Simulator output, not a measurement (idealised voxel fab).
Documented hereafter: the process module known as voxel self aligned vias.
295 nm wide, 5 nm square cells: that's cross-section cut.
Cross-sections here: square-cell grids, written as top-down lists of bands, a band being one or more rows of cells.
It is stipulated that each band's entry specify, in nanometres, the height of the top of the band and then that of its bottom, followed by the materials of the band in left-to-right sequence, each together with its width in nanometres. A single material marked by the word "edge to edge" is understood to fill the band from edge to edge; the word "air" is understood to denote empty space.
Height datum 0, below which the as-received substrate wafer is one material. Lowest band open at the bottom, running downward: "0 -> down".
Think of "30->40" as a width that walks from the first number to the second as you go down the band, top row to bottom row, taking equal-sized steps from row to row.
Reading "remained unchanged" for a step: not a cell of the cross-section changed in it.
The list in "Completely enclosed voids" covers empty spaces of 8 cells or more that cannot reach the top through any open way, and it gives each as width x height at distance; the distance is from the left edge, and width, height and distance are in nm.
Note: text after step settings on the step line = simulator remark on that step.
overlay nm: for a step with a mask, the amount by which the mask lay right of where it was planned; a negative amount means left of it.
Read the rest as pairs. Take the cross-section before one process step, then the cross-section after it, which shows only down to the lowest band that changed. Under the pair, find the step between them and its settings. Bear in mind that pairs may come from different runs of this module on the same starting wafer: link a pair to the pair above it only where its entry headed "Before the step" says to.

[Before the step]
> 50 -> 45: TiN edge to edge
> 45 -> 40: SiCN edge to edge
> 40 -> 15: lowk edge to edge
> 15 -> 0: SiO2 edge to edge
> 0 -> down: Si edge to edge
> Completely enclosed voids: none

[Section After Processing]
> 60 -> 50: Ru edge to edge
> Note: structure below 50 unchanged.
> Completely enclosed voids: none
The before and after cross-sections above differ by one step: FILL_DEP,material Ru,thk nm 10

Before the step: this step begins from the cross-section that the pair just above shows after its step.

[Section After Processing]
> 45 -> 40: SiCN edge to edge
> Note: structure below 40 unchanged.
> Completely enclosed voids: none
The before and after cross-sections above differ by one step: CMP,height nm 45

Before the step: this step begins from the cross-section that the pair just above shows after its step.

[Section After Processing]
> 50 -> 45: SiN edge to edge
> Note: structure below 45 unchanged.
> Completely enclosed voids: none
The before and after cross-sections above differ by one step: FILL_DEP,material SiN,thk nm 5

Before the step: this step begins from the cross-section that the pair just above shows after its step.

[Section After Processing]
> 45 -> 40: SiCN edge to edge
> Note: structure below 40 unchanged.
> Completely enclosed voids: none
The before and after cross-sections above differ by one step: CMP,height nm 45

Before the step: this step begins from the cross-section that the pair just above shows after its step.

[Section After Processing]
> 60 -> 45: lowk edge to edge
> Note: structure below 45 unchanged.
> Completely enclosed voids: none
The before and after cross-sections above differ by one step: DIRECTIONAL_DEP,material lowk,thk nm 15

Before the step: this step begins from the cross-section that the pair just above shows after its step.

[Section After Processing]
> 75 -> 60: 65 resist | 45 air | 15 resist | 45 air | 15 resist | 45 air | 65 resist
> Note: structure below 60 unchanged.
> Completely enclosed voids: none
The before and after cross-sections above differ by one step: PATTERN,tone open,mask id VIAS,material resist,width nm 45,pitch nm 60,thk nm 15,overlay nm 0

Before the step: this step begins from the cross-section that the pair just above shows after its step.

[Section After Processing]
> 75 -> 60: 65 resist | 45 air | 15 resist | 45 air | 15 resist | 45 air | 65 resist
> 60 -> 45: 65 lowk | 45 air | 15 lowk | 45 air | 15 lowk | 45 air | 65 lowk
> Note: structure below 45 unchanged.
> Completely enclosed voids: none
The before and after cross-sections above differ by one step: DIRECTIONAL_ETCH,etch materials lowk,depth nm 15

Before the step: this step begins from the cross-section that the pair just above shows after its step.

[Section After Processing]
> 60 -> 45: 65 lowk | 45 air | 15 lowk | 45 air | 15 lowk | 45 air | 65 lowk
> Note: structure below 45 unchanged.
> Completely enclosed voids: none
The before and after cross-sections above differ by one step: STRIP,etch materials resist

Before the step: this step begins from the cross-section that the pair just above shows after its step.

[Section After Processing]
> 65 -> 60: 70 TiN | 35 air | 25 TiN | 35 air | 25 TiN | 35 air | 70 TiN
> 60 -> 50: 65 lowk | 5 TiN | 35 air | 5 TiN | 15 lowk | 5 TiN | 35 air | 5 TiN | 15 lowk | 5 TiN | 35 air | 5 TiN | 65 lowk
> 50 -> 45: 65 lowk | 45 TiN | 15 lowk | 45 TiN | 15 lowk | 45 TiN | 65 lowk
> Note: structure below 45 unchanged.
> Completely enclosed voids: none
The before and after cross-sections above differ by one step: CONFORMAL_DEP,material TiN,thk nm 5

Before the step: this step begins from the cross-section that the pair just above shows after its step.

[Section After Processing]
> 75 -> 65: Ru edge to edge
> 65 -> 60: 70 TiN | 35 Ru | 25 TiN | 35 Ru | 25 TiN | 35 Ru | 70 TiN
> 60 -> 50: 65 lowk | 5 TiN | 35 Ru | 5 TiN | 15 lowk | 5 TiN | 35 Ru | 5 TiN | 15 lowk | 5 TiN | 35 Ru | 5 TiN | 65 lowk
> Note: structure below 50 unchanged.
> Completely enclosed voids: none
The before and after cross-sections above differ by one step: FILL_DEP,material Ru,thk nm 10

Before the step: this step begins from the cross-section that the pair just above shows after its step.

[Section After Processing]
> 60 -> 50: 65 lowk | 5 TiN | 35 Ru | 5 TiN | 15 lowk | 5 TiN | 35 Ru | 5 TiN | 15 lowk | 5 TiN | 35 Ru | 5 TiN | 65 lowk
> Note: structure below 50 unchanged.
> Completely enclosed voids: none
The before and after cross-sections above differ by one step: CMP,height nm 60

Before the step: this step begins from the cross-section that the pair just above shows after its step.

[Section After Processing]
> 65 -> 60: SiN edge to edge
> Note: structure below 60 unchanged.
> Completely enclosed voids: none
The before and after cross-sections above differ by one step: CONFORMAL_DEP,material SiN,thk nm 5

[Before the step]
> 60 -> 50: 65 lowk | 5 TiN | 35 Ru | 5 TiN | 15 lowk | 5 TiN | 35 Ru | 5 TiN | 15 lowk | 5 TiN | 35 Ru | 5 TiN | 65 lowk
> 50 -> 45: 65 lowk | 15 TiN | 15 Ru | 15 TiN | 15 lowk | 15 TiN | 15 Ru | 15 TiN | 15 lowk | 15 TiN | 15 Ru | 15 TiN | 65 lowk
> 45 -> 40: 75 lowk | 25 TiN | 35 lowk | 25 TiN | 35 lowk | 25 TiN | 75 lowk
> 40 -> 25: 75 lowk | 5 TiN | 15 Ru | 5 TiN | 35 lowk | 5 TiN | 15 Ru | 5 TiN | 35 lowk | 5 TiN | 15 Ru | 5 TiN | 75 lowk
> 25 -> 20: 75 lowk | 25 TiN | 35 lowk | 25 TiN | 35 lowk | 25 TiN | 75 lowk
> 20 -> 15: SiCN edge to edge
> 15 -> 0: SiO2 edge to edge
> 0 -> down: Si edge to edge
> Completely enclosed voids: none

[Section After Processing]
> 75 -> 60: SiN edge to edge
> Note: structure below 60 unchanged.
> Completely enclosed voids: none
The before and after cross-sections above differ by one step: CONFORMAL_DEP,material SiN,thk nm 15

[Before the step]
> 60 -> 45: aC edge to edge
> 45 -> 20: lowk edge to edge
> 20 -> 15: SiCN edge to edge
> 15 -> 0: SiO2 edge to edge
> 0 -> down: Si edge to edge
> Completely enclosed voids: none

[Section After Processing]
> 90 -> 60: 80 resist | 15 air | 45 resist | 15 air | 45 resist | 15 air | 80 resist
> Note: structure below 60 unchanged.
> Completely enclosed voids: none
The before and after cross-sections above differ by one step: PATTERN,tone open,mask id LINES,material resist,width nm 15,pitch nm 60,thk nm 30,overlay nm 0

Before the step: this step begins from the cross-section that the pair just above shows after its step.

[Section After Processing]
> 75 -> 60: 80 resist | 15 air | 45 resist | 15 air | 45 resist | 15 air | 80 resist
> 60 -> 45: 80 aC | 15 air | 45 aC | 15 air | 45 aC | 15 air | 80 aC
> Note: structure below 45 unchanged.
> Completely enclosed voids: none
The before and after cross-sections above differ by one step: DIRECTIONAL_ETCH,etch materials aC,depth nm 15

Before the step: this step begins from the cross-section that the pair just above shows after its step.

[Section After Processing]
> 60 -> 45: 80 aC | 15 air | 45 aC | 15 air | 45 aC | 15 air | 80 aC
> Note: structure below 45 unchanged.
> Completely enclosed voids: none
The before and after cross-sections above differ by one step: STRIP,etch materials resist

Before the step: this step begins from the cross-section that the pair just above shows after its step.

[Section After Processing]
> 60 -> 45: 80 aC | 15 air | 45 aC | 15 air | 45 aC | 15 air | 80 aC
> 45 -> 20: 80 lowk | 15 air | 45 lowk | 15 air | 45 lowk | 15 air | 80 lowk
> Note: structure below 20 unchanged.
> Completely enclosed voids: none
The before and after cross-sections above differ by one step: DIRECTIONAL_ETCH,etch materials lowk,depth nm 25

Before the step: this step begins from the cross-section that the pair just above shows after its step.

[Section After Processing]
> 45 -> 20: 80 lowk | 15 air | 45 lowk | 15 air | 45 lowk | 15 air | 80 lowk
> Note: structure below 20 unchanged.
> Completely enclosed voids: none
The before and after cross-sections above differ by one step: STRIP,etch materials aC

Before the step: this step begins from the cross-section that the pair just above shows after its step.

[Section After Processing]
> 50 -> 45: 85 TiN | 5 air | 55 TiN | 5 air | 55 TiN | 5 air | 85 TiN
> 45 -> 25: 80 lowk | 5 TiN | 5 air | 5 TiN | 45 lowk | 5 TiN | 5 air | 5 TiN | 45 lowk | 5 TiN | 5 air | 5 TiN | 80 lowk
> 25 -> 20: 80 lowk | 15 TiN | 45 lowk | 15 TiN | 45 lowk | 15 TiN | 80 lowk
> Note: structure below 20 unchanged.
> Completely enclosed voids: none
The before and after cross-sections above differ by one step: CONFORMAL_DEP,material TiN,thk nm 5

Before the step: this step begins from the cross-section that the pair just above shows after its step.

[Section After Processing]
> 60 -> 50: Ru edge to edge
> 50 -> 45: 85 TiN | 5 Ru | 55 TiN | 5 Ru | 55 TiN | 5 Ru | 85 TiN
> 45 -> 25: 80 lowk | 5 TiN | 5 Ru | 5 TiN | 45 lowk | 5 TiN | 5 Ru | 5 TiN | 45 lowk | 5 TiN | 5 Ru | 5 TiN | 80 lowk
> Note: structure below 25 unchanged.
> Completely enclosed voids: none
The before and after cross-sections above differ by one step: FILL_DEP,material Ru,thk nm 10

Before the step: this step begins from the cross-section that the pair just above shows after its step.

[Section After Processing]
> 45 -> 25: 80 lowk | 5 TiN | 5 Ru | 5 TiN | 45 lowk | 5 TiN | 5 Ru | 5 TiN | 45 lowk | 5 TiN | 5 Ru | 5 TiN | 80 lowk
> Note: structure below 25 unchanged.
> Completely enclosed voids: none
The before and after cross-sections above differ by one step: CMP,height nm 45

Before the step: this step begins from the cross-section that the pair just above shows after its step.

[Section After Processing]
> 45 -> 40: 80 lowk | 15 air | 45 lowk | 15 air | 45 lowk | 15 air | 80 lowk
> Note: structure below 40 unchanged.
> Completely enclosed voids: none
The before and after cross-sections above differ by one step: SELECTIVE_ETCH,etch materials W Ru TiN,depth nm 5

Before the step: this step begins from the cross-section that the pair just above shows after its step.

[Section After Processing]
> 50 -> 45: SiN edge to edge
> 45 -> 40: 80 lowk | 15 SiN | 45 lowk | 15 SiN | 45 lowk | 15 SiN | 80 lowk
> Note: structure below 40 unchanged.
> Completely enclosed voids: none
The before and after cross-sections above differ by one step: FILL_DEP,material SiN,thk nm 5

Before the step: this step begins from the cross-section that the pair just above shows after its step.

[Section After Processing]
> 45 -> 40: 80 lowk | 15 SiN | 45 lowk | 15 SiN | 45 lowk | 15 SiN | 80 lowk
> Note: structure below 40 unchanged.
> Completely enclosed voids: none
The before and after cross-sections above differ by one step: CMP,height nm 45

Before the step: this step begins from the cross-section that the pair just above shows after its step.

[Section After Processing]
> 60 -> 45: lowk edge to edge
> Note: structure below 45 unchanged.
> Completely enclosed voids: none
The before and after cross-sections above differ by one step: DIRECTIONAL_DEP,material lowk,thk nm 15

Before the step: this step begins from the cross-section that the pair just above shows after its step.

[Section After Processing]
> 75 -> 60: 65 resist | 45 air | 15 resist | 45 air | 15 resist | 45 air | 65 resist
> Note: structure below 60 unchanged.
> Completely enclosed voids: none
The before and after cross-sections above differ by one step: PATTERN,tone open,mask id VIAS,material resist,width nm 45,pitch nm 60,thk nm 15,overlay nm 0

Before the step: this step begins from the cross-section that the pair just above shows after its step.

[Section After Processing]
> 75 -> 60: 65 resist | 45 air | 15 resist | 45 air | 15 resist | 45 air | 65 resist
> 60 -> 45: 65 lowk | 45 air | 15 lowk | 45 air | 15 lowk | 45 air | 65 lowk
> Note: structure below 45 unchanged.
> Completely enclosed voids: none
The before and after cross-sections above differ by one step: DIRECTIONAL_ETCH,etch materials lowk,depth nm 15

Before the step: this step begins from the cross-section that the pair just above shows after its step.

[Section After Processing]
> 75 -> 60: 65 resist | 45 air | 15 resist | 45 air | 15 resist | 45 air | 65 resist
> 60 -> 45: 65 lowk | 45 air | 15 lowk | 45 air | 15 lowk | 45 air | 65 lowk
> 45 -> 40: 80 lowk | 15 air | 45 lowk | 15 air | 45 lowk | 15 air | 80 lowk
> Note: structure below 40 unchanged.
> Completely enclosed voids: none
The before and after cross-sections above differ by one step: DIRECTIONAL_ETCH,etch materials SiN,depth nm 5

Before the step: this step begins from the cross-section that the pair just above shows after its step.

[Section After Processing]
> 60 -> 45: 65 lowk | 45 air | 15 lowk | 45 air | 15 lowk | 45 air | 65 lowk
> Note: structure below 45 unchanged.
> Completely enclosed voids: none
The before and after cross-sections above differ by one step: STRIP,etch materials resist

Before the step: this step begins from the cross-section that the pair just above shows after its step.

[Section After Processing]
> 65 -> 60: 70 TiN | 35 air | 25 TiN | 35 air | 25 TiN | 35 air | 70 TiN
> 60 -> 50: 65 lowk | 5 TiN | 35 air | 5 TiN | 15 lowk | 5 TiN | 35 air | 5 TiN | 15 lowk | 5 TiN | 35 air | 5 TiN | 65 lowk
> 50 -> 45: 65 lowk | 20 TiN | 5 air | 20 TiN | 15 lowk | 20 TiN | 5 air | 20 TiN | 15 lowk | 20 TiN | 5 air | 20 TiN | 65 lowk
> 45 -> 40: 80 lowk | 15 TiN | 45 lowk | 15 TiN | 45 lowk | 15 TiN | 80 lowk
> Note: structure below 40 unchanged.
> Completely enclosed voids: none
The before and after cross-sections above differ by one step: CONFORMAL_DEP,material TiN,thk nm 5

Before the step: this step begins from the cross-section that the pair just above shows after its step.

[Section After Processing]
> 75 -> 65: Ru edge to edge
> 65 -> 60: 70 TiN | 35 Ru | 25 TiN | 35 Ru | 25 TiN | 35 Ru | 70 TiN
> 60 -> 50: 65 lowk | 5 TiN | 35 Ru | 5 TiN | 15 lowk | 5 TiN | 35 Ru | 5 TiN | 15 lowk | 5 TiN | 35 Ru | 5 TiN | 65 lowk
> 50 -> 45: 65 lowk | 20 TiN | 5 Ru | 20 TiN | 15 lowk | 20 TiN | 5 Ru | 20 TiN | 15 lowk | 20 TiN | 5 Ru | 20 TiN | 65 lowk
> Note: structure below 45 unchanged.
> Completely enclosed voids: none
The before and after cross-sections above differ by one step: FILL_DEP,material Ru,thk nm 10

Before the step: this step begins from the cross-section that the pair just above shows after its step.

[Section After Processing]
> 60 -> 50: 65 lowk | 5 TiN | 35 Ru | 5 TiN | 15 lowk | 5 TiN | 35 Ru | 5 TiN | 15 lowk | 5 TiN | 35 Ru | 5 TiN | 65 lowk
> Note: structure below 50 unchanged.
> Completely enclosed voids: none
The before and after cross-sections above differ by one step: CMP,height nm 60

Before the step: this step begins from the cross-section that the pair just above shows after its step.

[Section After Processing]
> 65 -> 60: SiN edge to edge
> Note: structure below 60 unchanged.
> Completely enclosed voids: none
The before and after cross-sections above differ by one step: CONFORMAL_DEP,material SiN,thk nm 5

[Before the step]
> 60 -> 45: aC edge to edge
> 45 -> 20: lowk edge to edge
> 20 -> 15: SiCN edge to edge
> 15 -> 0: SiO2 edge to edge
> 0 -> down: Si edge to edge
> Completely enclosed voids: none

[Section After Processing]
> 90 -> 60: 70 resist | 25 air | 35 resist | 25 air | 35 resist | 25 air | 80 resist
> Note: structure below 60 unchanged.
> Completely enclosed voids: none
The before and after cross-sections above differ by one step: PATTERN,tone open,mask id LINES,material resist,width nm 25,pitch nm 60,thk nm 30,overlay nm -5

Before the step: this step begins from the cross-section that the pair just above shows after its step.

[Section After Processing]
> 75 -> 60: 70 resist | 25 air | 35 resist | 25 air | 35 resist | 25 air | 80 resist
> 60 -> 45: 70 aC | 25 air | 35 aC | 25 air | 35 aC | 25 air | 80 aC
> Note: structure below 45 unchanged.
> Completely enclosed voids: none
The before and after cross-sections above differ by one step: DIRECTIONAL_ETCH,etch materials aC,depth nm 15

Before the step: this step begins from the cross-section that the pair just above shows after its step.

[Section After Processing]
> 60 -> 45: 70 aC | 25 air | 35 aC | 25 air | 35 aC | 25 air | 80 aC
> Note: structure below 45 unchanged.
> Completely enclosed voids: none
The before and after cross-sections above differ by one step: STRIP,etch materials resist

Before the step: this step begins from the cross-section that the pair just above shows after its step.

[Section After Processing]
> 60 -> 45: 70 aC | 25 air | 35 aC | 25 air | 35 aC | 25 air | 80 aC
> 45 -> 20: 70 lowk | 25 air | 35 lowk | 25 air | 35 lowk | 25 air | 80 lowk
> Note: structure below 20 unchanged.
> Completely enclosed voids: none
The before and after cross-sections above differ by one step: DIRECTIONAL_ETCH,etch materials lowk,depth nm 25

Before the step: this step begins from the cross-section that the pair just above shows after its step.

[Section After Processing]
> 45 -> 20: 70 lowk | 25 air | 35 lowk | 25 air | 35 lowk | 25 air | 80 lowk
> Note: structure below 20 unchanged.
> Completely enclosed voids: none
The before and after cross-sections above differ by one step: STRIP,etch materials aC

Before the step: this step begins from the cross-section that the pair just above shows after its step.

[Section After Processing]
> 50 -> 45: 75 TiN | 15 air | 45 TiN | 15 air | 45 TiN | 15 air | 85 TiN
> 45 -> 25: 70 lowk | 5 TiN | 15 air | 5 TiN | 35 lowk | 5 TiN | 15 air | 5 TiN | 35 lowk | 5 TiN | 15 air | 5 TiN | 80 lowk
> 25 -> 20: 70 lowk | 25 TiN | 35 lowk | 25 TiN | 35 lowk | 25 TiN | 80 lowk
> Note: structure below 20 unchanged.
> Completely enclosed voids: none
The before and after cross-sections above differ by one step: CONFORMAL_DEP,material TiN,thk nm 5

Before the step: this step begins from the cross-section that the pair just above shows after its step.

[Section After Processing]
> 60 -> 50: Ru edge to edge
> 50 -> 45: 75 TiN | 15 Ru | 45 TiN | 15 Ru | 45 TiN | 15 Ru | 85 TiN
> 45 -> 25: 70 lowk | 5 TiN | 15 Ru | 5 TiN | 35 lowk | 5 TiN | 15 Ru | 5 TiN | 35 lowk | 5 TiN | 15 Ru | 5 TiN | 80 lowk
> Note: structure below 25 unchanged.
> Completely enclosed voids: none
The before and after cross-sections above differ by one step: FILL_DEP,material Ru,thk nm 10

Before the step: this step begins from the cross-section that the pair just above shows after its step.

[Section After Processing]
> 45 -> 25: 70 lowk | 5 TiN | 15 Ru | 5 TiN | 35 lowk | 5 TiN | 15 Ru | 5 TiN | 35 lowk | 5 TiN | 15 Ru | 5 TiN | 80 lowk
> Note: structure below 25 unchanged.
> Completely enclosed voids: none
The before and after cross-sections above differ by one step: CMP,height nm 45

Before the step: this step begins from the cross-section that the pair just above shows after its step.

[Section After Processing]
> 45 -> 40: 70 lowk | 25 air | 35 lowk | 25 air | 35 lowk | 25 air | 80 lowk
> Note: structure below 40 unchanged.
> Completely enclosed voids: none
The before and after cross-sections above differ by one step: SELECTIVE_ETCH,etch materials W Ru TiN,depth nm 5

Before the step: this step begins from the cross-section that the pair just above shows after its step.

[Section After Processing]
> 50 -> 45: SiN edge to edge
> 45 -> 40: 70 lowk | 25 SiN | 35 lowk | 25 SiN | 35 lowk | 25 SiN | 80 lowk
> Note: structure below 40 unchanged.
> Completely enclosed voids: none
The before and after cross-sections above differ by one step: FILL_DEP,material SiN,thk nm 5

Before the step: this step begins from the cross-section that the pair just above shows after its step.

[Section After Processing]
> 45 -> 40: 70 lowk | 25 SiN | 35 lowk | 25 SiN | 35 lowk | 25 SiN | 80 lowk
> Note: structure below 40 unchanged.
> Completely enclosed voids: none
The before and after cross-sections above differ by one step: CMP,height nm 45

Before the step: this step begins from the cross-section that the pair just above shows after its step.

[Section After Processing]
> 60 -> 45: lowk edge to edge
> Note: structure below 45 unchanged.
> Completely enclosed voids: none
The before and after cross-sections above differ by one step: DIRECTIONAL_DEP,material lowk,thk nm 15

Before the step: this step begins from the cross-section that the pair just above shows after its step.

[Section After Processing]
> 75 -> 60: 65 resist | 45 air | 15 resist | 45 air | 15 resist | 45 air | 65 resist
> Note: structure below 60 unchanged.
> Completely enclosed voids: none
The before and after cross-sections above differ by one step: PATTERN,tone open,mask id VIAS,material resist,width nm 45,pitch nm 60,thk nm 15,overlay nm 0

Before the step: this step begins from the cross-section that the pair just above shows after its step.

[Section After Processing]
> 75 -> 60: 65 resist | 45 air | 15 resist | 45 air | 15 resist | 45 air | 65 resist
> 60 -> 45: 65 lowk | 45 air | 15 lowk | 45 air | 15 lowk | 45 air | 65 lowk
> Note: structure below 45 unchanged.
> Completely enclosed voids: none
The before and after cross-sections above differ by one step: DIRECTIONAL_ETCH,etch materials lowk,depth nm 15

Before the step: this step begins from the cross-section that the pair just above shows after its step.

[Section After Processing]
> 75 -> 60: 65 resist | 45 air | 15 resist | 45 air | 15 resist | 45 air | 65 resist
> 60 -> 45: 65 lowk | 45 air | 15 lowk | 45 air | 15 lowk | 45 air | 65 lowk
> 45 -> 40: 70 lowk | 25 air | 35 lowk | 25 air | 35 lowk | 25 air | 80 lowk
> Note: structure below 40 unchanged.
> Completely enclosed voids: none
The before and after cross-sections above differ by one step: DIRECTIONAL_ETCH,etch materials SiN,depth nm 5

Before the step: this step begins from the cross-section that the pair just above shows after its step.

[Section After Processing]
> 60 -> 45: 65 lowk | 45 air | 15 lowk | 45 air | 15 lowk | 45 air | 65 lowk
> Note: structure below 45 unchanged.
> Completely enclosed voids: none
The before and after cross-sections above differ by one step: STRIP,etch materials resist

Before the step: this step begins from the cross-section that the pair just above shows after its step.

[Section After Processing]
> 65 -> 60: 70 TiN | 35 air | 25 TiN | 35 air | 25 TiN | 35 air | 70 TiN
> 60 -> 50: 65 lowk | 5 TiN | 35 air | 5 TiN | 15 lowk | 5 TiN | 35 air | 5 TiN | 15 lowk | 5 TiN | 35 air | 5 TiN | 65 lowk
> 50 -> 45: 65 lowk | 10 TiN | 15 air | 20 TiN | 15 lowk | 10 TiN | 15 air | 20 TiN | 15 lowk | 10 TiN | 15 air | 20 TiN | 65 lowk
> 45 -> 40: 70 lowk | 25 TiN | 35 lowk | 25 TiN | 35 lowk | 25 TiN | 80 lowk
> Note: structure below 40 unchanged.
> Completely enclosed voids: none
The before and after cross-sections above differ by one step: CONFORMAL_DEP,material TiN,thk nm 5

Before the step: this step begins from the cross-section that the pair just above shows after its step.

[Section After Processing]
> 75 -> 65: Ru edge to edge
> 65 -> 60: 70 TiN | 35 Ru | 25 TiN | 35 Ru | 25 TiN | 35 Ru | 70 TiN
> 60 -> 50: 65 lowk | 5 TiN | 35 Ru | 5 TiN | 15 lowk | 5 TiN | 35 Ru | 5 TiN | 15 lowk | 5 TiN | 35 Ru | 5 TiN | 65 lowk
> 50 -> 45: 65 lowk | 10 TiN | 15 Ru | 20 TiN | 15 lowk | 10 TiN | 15 Ru | 20 TiN | 15 lowk | 10 TiN | 15 Ru | 20 TiN | 65 lowk
> Note: structure below 45 unchanged.
> Completely enclosed voids: none
The before and after cross-sections above differ by one step: FILL_DEP,material Ru,thk nm 10

Before the step: this step begins from the cross-section that the pair just above shows after its step.

[Section After Processing]
> 60 -> 50: 65 lowk | 5 TiN | 35 Ru | 5 TiN | 15 lowk | 5 TiN | 35 Ru | 5 TiN | 15 lowk | 5 TiN | 35 Ru | 5 TiN | 65 lowk
> Note: structure below 50 unchanged.
> Completely enclosed voids: none
The before and after cross-sections above differ by one step: CMP,height nm 60

Before the step: this step begins from the cross-section that the pair just above shows after its step.

[Section After Processing]
> 65 -> 60: SiN edge to edge
> Note: structure below 60 unchanged.
> Completely enclosed voids: none
The before and after cross-sections above differ by one step: CONFORMAL_DEP,material SiN,thk nm 5

[Before the step]
> 65 -> 60: 70 TiN | 35 air | 25 TiN | 35 air | 25 TiN | 35 air | 70 TiN
> 60 -> 50: 65 lowk | 5 TiN | 35 air | 5 TiN | 15 lowk | 5 TiN | 35 air | 5 TiN | 15 lowk | 5 TiN | 35 air | 5 TiN | 65 lowk
> 50 -> 45: 65 lowk | 15 TiN | 15 air | 15 TiN | 15 lowk | 15 TiN | 15 air | 15 TiN | 15 lowk | 15 TiN | 15 air | 15 TiN | 65 lowk
> 45 -> 40: 75 lowk | 25 TiN | 35 lowk | 25 TiN | 35 lowk | 25 TiN | 75 lowk
> 40 -> 25: 75 lowk | 5 TiN | 15 Ru | 5 TiN | 35 lowk | 5 TiN | 15 Ru | 5 TiN | 35 lowk | 5 TiN | 15 Ru | 5 TiN | 75 lowk
> 25 -> 20: 75 lowk | 25 TiN | 35 lowk | 25 TiN | 35 lowk | 25 TiN | 75 lowk
> 20 -> 15: SiCN edge to edge
> 15 -> 0: SiO2 edge to edge
> 0 -> down: Si edge to edge
> Completely enclosed voids: none

[Section After Processing]
> 75 -> 65: aC edge to edge
> 65 -> 60: 70 TiN | 35 aC | 25 TiN | 35 aC | 25 TiN | 35 aC | 70 TiN
> 60 -> 50: 65 lowk | 5 TiN | 35 aC | 5 TiN | 15 lowk | 5 TiN | 35 aC | 5 TiN | 15 lowk | 5 TiN | 35 aC | 5 TiN | 65 lowk
> 50 -> 45: 65 lowk | 15 TiN | 15 aC | 15 TiN | 15 lowk | 15 TiN | 15 aC | 15 TiN | 15 lowk | 15 TiN | 15 aC | 15 TiN | 65 lowk
> Note: structure below 45 unchanged.
> Completely enclosed voids: none
The before and after cross-sections above differ by one step: FILL_DEP,material aC,thk nm 10

Before the step: this step begins from the cross-section that the pair just above shows after its step.

[Section After Processing]
> 60 -> 50: 65 lowk | 5 TiN | 35 aC | 5 TiN | 15 lowk | 5 TiN | 35 aC | 5 TiN | 15 lowk | 5 TiN | 35 aC | 5 TiN | 65 lowk
> Note: structure below 50 unchanged.
> Completely enclosed voids: none
The before and after cross-sections above differ by one step: CMP,height nm 60

Before the step: this step begins from the cross-section that the pair just above shows after its step.

[Section After Processing]
> 65 -> 60: SiN edge to edge
> Note: structure below 60 unchanged.
> Completely enclosed voids: none
The before and after cross-sections above differ by one step: CONFORMAL_DEP,material SiN,thk nm 5

[Before the step]
> 60 -> 45: lowk edge to edge
> 45 -> 40: 75 lowk | 25 SiN | 35 lowk | 25 SiN | 35 lowk | 25 SiN | 75 lowk
> 40 -> 25: 75 lowk | 5 TiN | 15 Ru | 5 TiN | 35 lowk | 5 TiN | 15 Ru | 5 TiN | 35 lowk | 5 TiN | 15 Ru | 5 TiN | 75 lowk
> 25 -> 20: 75 lowk | 25 TiN | 35 lowk | 25 TiN | 35 lowk | 25 TiN | 75 lowk
> 20 -> 15: SiCN edge to edge
> 15 -> 0: SiO2 edge to edge
> 0 -> down: Si edge to edge
> Completely enclosed voids: none

[Section After Processing]
> 75 -> 60: 65 air | 45 resist | 15 air | 45 resist | 15 air | 45 resist | 65 air
> Note: structure below 60 unchanged.
> Completely enclosed voids: none
The before and after cross-sections above differ by one step: PATTERN,tone cover,mask id VIAS,material resist,width nm 45,pitch nm 60,thk nm 15,overlay nm 0

Before the step: this step begins from the cross-section that the pair just above shows after its step.

[Section After Processing]
> 75 -> 60: 65 air | 45 resist | 15 air | 45 resist | 15 air | 45 resist | 65 air
> 60 -> 45: 65 air | 45 lowk | 15 air | 45 lowk | 15 air | 45 lowk | 65 air
> Note: structure below 45 unchanged.
> Completely enclosed voids: none
The before and after cross-sections above differ by one step: DIRECTIONAL_ETCH,etch materials lowk,depth nm 15

Before the step: this step begins from the cross-section that the pair just above shows after its step.

[Section After Processing]
> 60 -> 45: 65 air | 45 lowk | 15 air | 45 lowk | 15 air | 45 lowk | 65 air
> Note: structure below 45 unchanged.
> Completely enclosed voids: none
The before and after cross-sections above differ by one step: STRIP,etch materials resist

Before the step: this step begins from the cross-section that the pair just above shows after its step.

[Section After Processing]
> 65 -> 60: 60 air | 55 TiN | 5 air | 55 TiN | 5 air | 55 TiN | 60 air
> 60 -> 50: 60 air | 5 TiN | 45 lowk | 5 TiN | 5 air | 5 TiN | 45 lowk | 5 TiN | 5 air | 5 TiN | 45 lowk | 5 TiN | 60 air
> 50 -> 45: 65 TiN | 45 lowk | 15 TiN | 45 lowk | 15 TiN | 45 lowk | 65 TiN
> Note: structure below 45 unchanged.
> Completely enclosed voids: none
The before and after cross-sections above differ by one step: CONFORMAL_DEP,material TiN,thk nm 5

Before the step: this step begins from the cross-section that the pair just above shows after its step.

[Section After Processing]
> 75 -> 65: Ru edge to edge
> 65 -> 60: 60 Ru | 55 TiN | 5 Ru | 55 TiN | 5 Ru | 55 TiN | 60 Ru
> 60 -> 50: 60 Ru | 5 TiN | 45 lowk | 5 TiN | 5 Ru | 5 TiN | 45 lowk | 5 TiN | 5 Ru | 5 TiN | 45 lowk | 5 TiN | 60 Ru
> Note: structure below 50 unchanged.
> Completely enclosed voids: none
The before and after cross-sections above differ by one step: FILL_DEP,material Ru,thk nm 10

Before the step: this step begins from the cross-section that the pair just above shows after its step.

[Section After Processing]
> 60 -> 50: 60 Ru | 5 TiN | 45 lowk | 5 TiN | 5 Ru | 5 TiN | 45 lowk | 5 TiN | 5 Ru | 5 TiN | 45 lowk | 5 TiN | 60 Ru
> Note: structure below 50 unchanged.
> Completely enclosed voids: none
The before and after cross-sections above differ by one step: CMP,height nm 60

Before the step: this step begins from the cross-section that the pair just above shows after its step.

[Section After Processing]
> 65 -> 60: SiN edge to edge
> Note: structure below 60 unchanged.
> Completely enclosed voids: none
The before and after cross-sections above differ by one step: CONFORMAL_DEP,material SiN,thk nm 5
